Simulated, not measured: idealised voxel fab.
Process module heading - voxel air gaps
This is section cut - it's 210 nm across, gridded in 5 nm square cells.
Cross-section layout: square cells on a grid; listed as bands, top to bottom; a band spans one or more cell rows.
This entry defines a band. It first specifies the height of the band's top and the height of its bottom in nm, and then specifies the band's materials from left to right, stating each material with its width in nm. The word "edge to edge" identifies a single material that fills the band from edge to edge, while the word "air" identifies empty space.
The reference from which all heights are counted is 0, the level beneath which the as-received wafer is entirely one material; the lowest band, having no lower bound, proceeds downward and is written after the example "top 0, no bottom".
It should be noted that a width expressed as "30 to 40" varies in equal increments from row to row of cells within the band, taking the value of the first number at the top row and that of the second number at the bottom row.
"nothing got changed" -> step changed no cross-section cell.
The entry "Sealed cavities" lists the empty spaces that cover at least 8 cells and have no open path to the top. Each is written as width x height at distance, where the distance is measured from the left edge and all three values are in nm.
Where a step's line continues beyond its settings, the continuation is a remark by the simulator itself on that step.
overlay nm: on a step with a mask, how far right of its planned place the mask lay; negative means left.
# Planned step list for the process
1,RECEIVE, material Si
2,CONFORMAL_DEP, material SiO2, thk nm 15
3,CONFORMAL_DEP, material SiCN, thk nm 5
4,DIRECTIONAL_DEP, material SiO2, thk nm 30
5,DIRECTIONAL_DEP, material aC, thk nm 10
6,PATTERN, tone open, mask id LINES, material resist, width nm 20, pitch nm 50, thk nm 30, overlay nm 0
7,DIRECTIONAL_ETCH, etch materials aC, depth nm 10
8,STRIP, etch materials resist
9,DIRECTIONAL_ETCH, etch materials SiO2, depth nm 30
10,STRIP, etch materials aC
11,CONFORMAL_DEP, material TiN, thk nm 5
12,FILL_DEP, material W, thk nm 5
13,CMP, height nm 50
14,EPI, material Ru, thk nm 10
15,SELECTIVE_ETCH, etch materials SiO2, depth nm 40
16,CONFORMAL_DEP, material SiCN, thk nm 5
# Wafer cross-section on receipt, i.e. after step 1
  top 0, no bottom | Si edge to edge
  Sealed cavities: none
# Starting wafer: above. Plan: above. Run: one mistake. Cross-section after the module: below
  top 65, bottom 60 | air=5, SiCN=205
  top 60, bottom 50 | air=5, SiCN=5, Ru=45, SiCN=5, Ru=45, SiCN=5, Ru=45, SiCN=5, Ru=45, SiCN=5
  top 50, bottom 45 | air=5, SiCN=15, TiN=5, W=15, TiN=5, SiCN=25, TiN=5, W=15, TiN=5, SiCN=25, TiN=5, W=15, TiN=5, SiCN=25, TiN=5, W=15, TiN=5, SiCN=15
  top 45, bottom 25 | air=15, SiCN=5, TiN=5, W=15, TiN=5, SiCN=5, air=15, SiCN=5, TiN=5, W=15, TiN=5, SiCN=5, air=15, SiCN=5, TiN=5, W=15, TiN=5, SiCN=5, air=15, SiCN=5, TiN=5, W=15, TiN=5, SiCN=5, air=10
  top 25, bottom 20 | SiCN=20, TiN=25, SiCN=25, TiN=25, SiCN=25, TiN=25, SiCN=25, TiN=25, SiCN=15
  top 20, bottom 15 | SiCN edge to edge
  top 15, bottom 0 | SiO2 edge to edge
  top 0, no bottom | Si edge to edge
  Sealed cavities: 15 x 20 at 50; 15 x 20 at 100; 15 x 20 at 150; 10 x 20 at 200
Plan not followed: step 6: run off-plan, actual operation and settings PATTERN, tone open, mask id LINES, material resist, width nm 25, pitch nm 50, thk nm 30, overlay nm 0
